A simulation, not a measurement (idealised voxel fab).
This section sets out a process module, namely voxel ribs on slabs.
Cross-section cut: width 145 nm, square cells of 5 nm.
When this document writes out a cross-section, it uses a grid of square cells and lists it as bands, beginning at the top and moving down, with a band standing for one or more rows of cells.
Band: top height; bottom height; in nm. Then, left to right: material with width in nm, for each material. "all across": a single material spanning edge to edge. "blank": empty space.
Heights are reckoned from 0. Under this level, the received wafer is all of one material. The bottommost band is open-ended downward, for example "0 down".
Width "30..40": first value at the band's top row of cells, second value at its bottom row, equal change from row to row.
For the purposes of this document, the phrase "no change" attached to a step denotes that no cell within the cross-section was modified by that step.
Empty spaces counting at least 8 cells and having no open way to the top are listed in "Closed cavities". The notation width x height at distance is used for each, the distance being from the left edge and all three values in nm.
Where a step's line continues beyond its settings, the continuation is a remark by the simulator itself on that step.
Regarding "overlay nm": on a step with a mask, it is the distance the mask lay to the right of its planned place; a negative value places it to the left.
Below is the list of planned process steps:
1,RECEIVE [material Si]
2,DIRECTIONAL_DEP [material SiO2] [thk nm 25]
3,DIRECTIONAL_DEP [material polySi] [thk nm 15]
4,DIRECTIONAL_DEP [material aC] [thk nm 15]
5,PATTERN [tone cover] [mask id RIB] [material resist] [width nm 25] [thk nm 35] [overlay nm 0]
6,DIRECTIONAL_ETCH [etch materials aC] [depth nm 15]
7,STRIP [etch materials resist]
8,DIRECTIONAL_ETCH [etch materials polySi] [depth nm 10]
9,STRIP [etch materials aC]
10,PATTERN [tone cover] [mask id SLAB] [material resist] [width nm 55] [thk nm 15] [overlay nm 0]
11,DIRECTIONAL_ETCH [etch materials polySi] [depth nm 5]
12,STRIP [etch materials resist]
13,FILL_DEP [material SiO2] [thk nm 25]
14,CMP [height nm 55]
15,DIRECTIONAL_DEP [material TiN] [thk nm 5]
16,DIRECTIONAL_DEP [material aC] [thk nm 10]
17,PATTERN [tone cover] [mask id HEATER] [material resist] [width nm 35] [thk nm 25] [overlay nm -15]
18,DIRECTIONAL_ETCH [etch materials aC] [depth nm 10]
19,STRIP [etch materials resist]
20,DIRECTIONAL_ETCH [etch materials TiN] [depth nm 5]
21,STRIP [etch materials aC]
22,CONFORMAL_DEP [material SiN] [thk nm 10]
Keep in mind the plan's value for the overlay nm of step 17 comes from the first wafer; the wafers don't share that setting, but they do share the same starting point.
Cross-section: the first of several wafers in its as-received state, i.e. following step 1:
  0 down  Si all across
  Closed cavities: none
End of module, by wafer: material-by-material cell gain (+) or loss (-) since receipt, then closed voids:
overlay nm -15, +62 SiN, +298 SiO2, +7 TiN, +21 polySi, Closed cavities: none
overlay nm -10, +62 SiN, +298 SiO2, +7 TiN, +21 polySi, Closed cavities: none
overlay nm -5, +62 SiN, +298 SiO2, +7 TiN, +21 polySi, Closed cavities: none
overlay nm 0, +62 SiN, +298 SiO2, +7 TiN, +21 polySi, Closed cavities: none
overlay nm 5, +62 SiN, +298 SiO2, +7 TiN, +21 polySi, Closed cavities: none
overlay nm 10, +62 SiN, +298 SiO2, +7 TiN, +21 polySi, Closed cavities: none
overlay nm 15, +62 SiN, +298 SiO2, +7 TiN, +21 polySi, Closed cavities: none
